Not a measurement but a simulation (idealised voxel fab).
Presented below is a process module, voxel wiring stack.
Section shown: cut. Width: 240 nm. Cell size: 5 nm, square.
Cross-section format: a grid of square cells, given as bands from top to bottom; each band is one or more rows of cells. Read a band's entry like this: the first values are the height of its top and the height of its bottom in nm, and what follows is the sequence of materials from left to right, each with its width in nm. Note that "empty" is empty space, and that a single material marked "all across" reaches across the band from edge to edge. Height 0 is the level under which the wafer as received is all one material. The lowest band goes on downwards, as in "0..down". Width: "30..40" (first number = top row, second number = bottom row, same change from row to row of cells). For the purposes of this document, the phrase "no alterations made" attached to a step denotes that no cell within the cross-section was modified by that step. Each empty space that has no open way to the top and spans at least 8 cells appears under "Enclosed void listing" as width x height at distance, the distance counted from the left edge, all in nm. What comes after the settings on a step's line is commentary from the simulator itself on that step. overlay nm: how far to the right of its planned place the mask lay on this masked step (negative: to the left).

**Planned step list for the process**
1 op RECEIVE | material Si
2 op CONFORMAL_DEP | material SiO2 | thk nm 10
3 op DIRECTIONAL_DEP | material TiN | thk nm 5
4 op DIRECTIONAL_DEP | material Ru | thk nm 15
5 op PATTERN | tone cover | mask id METAL_1 | material resist | width nm 25 | pitch nm 40 | thk nm 15 | overlay nm 0
6 op DIRECTIONAL_ETCH | etch materials Ru | depth nm 15
7 op DIRECTIONAL_ETCH | etch materials TiN | depth nm 5
8 op STRIP | etch materials resist
9 op CONFORMAL_DEP | material SiN | thk nm 5
10 op FILL_DEP | material SiO2 | thk nm 10
11 op CMP | height nm 30
12 op CONFORMAL_DEP | material SiCN | thk nm 5
13 op DIRECTIONAL_DEP | material SiO2 | thk nm 35
14 op MASKED_ETCH | tone open | mask id METAL_2 | width nm 25 | pitch nm 40 | etch materials SiO2 | depth nm 20 | overlay nm 0
15 op DIRECTIONAL_DEP | material aC | thk nm 15
16 op PATTERN | tone open | mask id METAL_2_HOLES | material resist | width nm 15 | pitch nm 40 | thk nm 30 | overlay nm 0
17 op DIRECTIONAL_ETCH | etch materials aC | depth nm 15
18 op STRIP | etch materials resist
19 op DIRECTIONAL_ETCH | etch materials SiO2 | depth nm 15
20 op DIRECTIONAL_ETCH | etch materials SiCN | depth nm 5
21 op STRIP | etch materials aC
22 op CONFORMAL_DEP | material TiN | thk nm 5
23 op FILL_DEP | material Cu | thk nm 10
24 op CMP | height nm 70
25 op CONFORMAL_DEP | material SiCN | thk nm 5
26 op DIRECTIONAL_DEP | material lowk | thk nm 20
27 op PATTERN | tone open | mask id PLUG_2 | material resist | width nm 15 | pitch nm 80 | thk nm 20 | overlay nm 0
28 op DIRECTIONAL_ETCH | etch materials lowk | depth nm 20
29 op DIRECTIONAL_ETCH | etch materials SiCN | depth nm 5
30 op STRIP | etch materials resist
31 op EPI | material Ru | thk nm 10
32 op EPI | material Ru | thk nm 10
33 op EPI | material Ru | thk nm 5
34 op DIRECTIONAL_DEP | material TiN | thk nm 5
35 op DIRECTIONAL_DEP | material W | thk nm 15
36 op PATTERN | tone cover | mask id METAL_3 | material resist | width nm 25 | pitch nm 40 | thk nm 20 | overlay nm 0
37 op DIRECTIONAL_ETCH | etch materials W | depth nm 15
38 op DIRECTIONAL_ETCH | etch materials TiN | depth nm 5
39 op STRIP | etch materials resist
40 op CONFORMAL_DEP | material SiCN | thk nm 5
41 op FILL_DEP | material SiO2 | thk nm 10
42 op CMP | height nm 115
43 op CONFORMAL_DEP | material SiCN | thk nm 5

**This is the cross-section of the wafer as we received it, i.e. after step 1**
    0..down | Si all across
    Enclosed void listing: none

**Run as planned - first of the two wafers cross-sectioned at the end of the module**
    120..115 | SiCN all across
    115..100 | SiO2: 40  SiCN: 5  W: 25  SiCN: 5  SiO2: 5  SiCN: 5  W: 25  SiCN: 5  SiO2: 5  SiCN: 5  W: 25  SiCN: 5  SiO2: 5  SiCN: 5  W: 25  SiCN: 5  SiO2: 45
    100..95 | SiCN: 45  TiN: 25  SiCN: 15  TiN: 25  SiCN: 15  TiN: 25  SiCN: 15  TiN: 25  SiCN: 50
    95..75 | lowk: 45  Ru: 15  lowk: 65  Ru: 15  lowk: 100
    75..70 | SiCN: 45  Ru: 15  SiCN: 65  Ru: 15  SiCN: 100
    70..55 | SiO2: 45  TiN: 5  Cu: 15  TiN: 5  SiO2: 15  TiN: 5  Cu: 15  TiN: 5  SiO2: 15  TiN: 5  Cu: 15  TiN: 5  SiO2: 15  TiN: 5  Cu: 15  TiN: 5  SiO2: 50
    55..50 | SiO2: 45  TiN: 5  Cu: 5  TiN: 15  SiO2: 15  TiN: 5  Cu: 5  TiN: 15  SiO2: 15  TiN: 5  Cu: 5  TiN: 15  SiO2: 15  TiN: 5  Cu: 5  TiN: 15  SiO2: 50
    50..35 | SiO2: 45  TiN: 5  Cu: 5  TiN: 5  SiO2: 25  TiN: 5  Cu: 5  TiN: 5  SiO2: 25  TiN: 5  Cu: 5  TiN: 5  SiO2: 25  TiN: 5  Cu: 5  TiN: 5  SiO2: 60
    35..30 | SiCN: 45  TiN: 15  SiCN: 25  TiN: 15  SiCN: 25  TiN: 15  SiCN: 25  TiN: 15  SiCN: 60
    30..15 | SiO2: 40  SiN: 5  Ru: 25  SiN: 5  SiO2: 5  SiN: 5  Ru: 25  SiN: 5  SiO2: 5  SiN: 5  Ru: 25  SiN: 5  SiO2: 5  SiN: 5  Ru: 25  SiN: 5  SiO2: 45
    15..10 | SiN: 45  TiN: 25  SiN: 15  TiN: 25  SiN: 15  TiN: 25  SiN: 15  TiN: 25  SiN: 50
    10..0 | SiO2 all across
    0..down | Si all across
    Enclosed void listing: none

**Now the second wafer, cross-sectioned at the end of the module. Nothing different at the start, nothing different in the plan compared with the first, just one mistake when it was actually run**
    120..115 | SiCN all across
    115..100 | SiO2: 40  SiCN: 5  W: 25  SiCN: 5  SiO2: 5  SiCN: 5  W: 25  SiCN: 5  SiO2: 5  SiCN: 5  W: 25  SiCN: 5  SiO2: 5  SiCN: 5  W: 25  SiCN: 5  SiO2: 45
    100..95 | SiCN: 45  TiN: 25  SiCN: 15  TiN: 25  SiCN: 15  TiN: 25  SiCN: 15  TiN: 25  SiCN: 50
    95..75 | lowk: 45  Ru: 15  lowk: 65  Ru: 15  lowk: 100
    75..70 | SiCN: 45  Ru: 15  SiCN: 65  Ru: 15  SiCN: 100
    70..55 | SiO2: 40  TiN: 5  Cu: 15  TiN: 5  SiO2: 15  TiN: 5  Cu: 15  TiN: 5  SiO2: 15  TiN: 5  Cu: 15  TiN: 5  SiO2: 15  TiN: 5  Cu: 15  TiN: 5  SiO2: 55
    55..50 | SiO2: 40  TiN: 10  Cu: 5  TiN: 10  SiO2: 15  TiN: 10  Cu: 5  TiN: 10  SiO2: 15  TiN: 10  Cu: 5  TiN: 10  SiO2: 15  TiN: 10  Cu: 5  TiN: 10  SiO2: 55
    50..35 | SiO2: 45  TiN: 5  Cu: 5  TiN: 5  SiO2: 25  TiN: 5  Cu: 5  TiN: 5  SiO2: 25  TiN: 5  Cu: 5  TiN: 5  SiO2: 25  TiN: 5  Cu: 5  TiN: 5  SiO2: 60
    35..30 | SiCN: 45  TiN: 15  SiCN: 25  TiN: 15  SiCN: 25  TiN: 15  SiCN: 25  TiN: 15  SiCN: 60
    30..15 | SiO2: 40  SiN: 5  Ru: 25  SiN: 5  SiO2: 5  SiN: 5  Ru: 25  SiN: 5  SiO2: 5  SiN: 5  Ru: 25  SiN: 5  SiO2: 5  SiN: 5  Ru: 25  SiN: 5  SiO2: 45
    15..10 | SiN: 45  TiN: 25  SiN: 15  TiN: 25  SiN: 15  TiN: 25  SiN: 15  TiN: 25  SiN: 50
    10..0 | SiO2 all across
    0..down | Si all across
    Enclosed void listing: none
Processing error: step 14 deviated from plan and actually ran as op MASKED_ETCH | tone open | mask id METAL_2 | width nm 25 | pitch nm 40 | etch materials SiO2 | depth nm 20 | overlay nm -5
At the end, each material covers as many cells on the second wafer as it does on the first, though the cells it covers are elsewhere.
